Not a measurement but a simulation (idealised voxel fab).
process module | voxel tone inversion
cross-section cut | 180 nm wide | cells 5 nm
A cross-section is a grid of square cells, given in bands from the top down. A band is one or more rows of cells.
Each band's line starts with the height of the band's top and of its bottom, in nm. Then come its materials from left to right, each with its width in nm. One material with "throughout" fills the band from edge to edge. "air" is empty space.
Height 0 is the level under which the wafer as received is all one material. The lowest band goes on downwards, as in "0 down".
A width such as "30 to 40" changes by the same amount from each row of cells to the next, from the band's top row to its bottom row.
"no change" after a step means that no cell of the cross-section changed.
closed voids: empty space of 8 cells or more with no open way to the top, each as width x height at its distance from the left edge, in nm
after a step's settings: what the simulator itself notes on the step
overlay nm, on a step with a mask: how far to the right of its planned place the mask lay; to the left if negative
plan
1 op RECEIVE | material Si
2 op CONFORMAL_DEP | material SiN | thk nm 5
3 op DIRECTIONAL_DEP | material aC | thk nm 15
4 op PATTERN | tone cover | mask id POSTS | material resist | width nm 15 | pitch nm 40 | thk nm 20 | overlay nm 0
5 op DIRECTIONAL_ETCH | etch materials aC | depth nm 15
6 op STRIP | etch materials resist
7 op FILL_DEP | material SiO2 | thk nm 5
8 op CMP | height nm 20
9 op STRIP | etch materials aC
as received, after step 1
  0 down: Si throughout
  closed voids: none
a wafer at the end: this start, this plan, one mistake
  20 to 5: SiO2 50 | air 15 | SiO2 25 | air 15 | SiO2 25 | air 15 | SiO2 35
  5 to 0: SiN throughout
  0 down: Si throughout
  closed voids: none
what went wrong: step 4 ran as: op PATTERN | tone cover | mask id POSTS | material resist | width nm 15 | pitch nm 40 | thk nm 20 | overlay nm 10
